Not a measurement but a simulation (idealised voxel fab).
Presented below is a process module, voxel fin reveal.
FYI the section here is cut, 200 nm wide, cells are 5 nm squares.
This document writes a cross-section as a grid whose cells are square, and gives it as bands, listed from the top down; one or more rows of cells form a band.
What a band's entry tells you: where the top is and where the bottom is, as heights in nm, and after that what lies inside, material by material from left to right, each with its width in nm. Empty space is written as the word "empty", and a single material marked with the word "full width" occupies the band from edge to edge.
We count height from 0. Below that, the starting wafer is all one material. The lowest band never ends at the bottom but goes on down; see "0 nm and below" for how that is written.
You'd read "30->40" like this: the band's top row of cells is as wide as the first number, its bottom row is as wide as the second, and going down, every row changes width by the same amount as the row before did.
"changes: none" means the step left every cell of the cross-section as it was.
For the entry "Entrapped void list", the listed items are empty spaces with no open way to the top whose size is 8 cells or more; each item follows the pattern width x height at distance, where distance is from the left edge and all three are in nm.
What comes after the settings on a step's line is commentary from the simulator itself on that step.
Regarding "overlay nm": on a step with a mask, it is the distance the mask lay to the right of its planned place; a negative value places it to the left.

The following list gives the planned process steps
1,RECEIVE,material Si
2,CONFORMAL_DEP,material SiN,thk nm 5
3,PATTERN,tone cover,mask id FINS,material resist,width nm 15,pitch nm 45,thk nm 20,overlay nm 0
4,DIRECTIONAL_ETCH,etch materials SiN,depth nm 5
5,DIRECTIONAL_ETCH,etch materials Si,depth nm 35
6,STRIP,etch materials resist
7,FILL_DEP,material SiO2,thk nm 5
8,CMP,height nm 5
9,SELECTIVE_ETCH,etch materials SiO2,depth nm 20
10,STRIP,etch materials SiN
11,CONFORMAL_DEP,material HfO2,thk nm 5
Don't read the plan's width nm for step 3 as applying to every wafer: that's the first wafer's value, and the wafers differ in it, though they all start identical.

First of several wafers, received after step 1, in cross-section
  0 nm and below | Si full width
  Entrapped void list: none

End of module, by wafer: material-by-material cell gain (+) or loss (-) since receipt, then closed voids
width nm 15, +52 HfO2, -238 Si, +136 SiO2, Entrapped void list: none
width nm 20, +52 HfO2, -224 Si, +128 SiO2, Entrapped void list: none
width nm 25, +52 HfO2, -210 Si, +120 SiO2, Entrapped void list: none
width nm 30, +52 HfO2, -196 Si, +112 SiO2, Entrapped void list: none
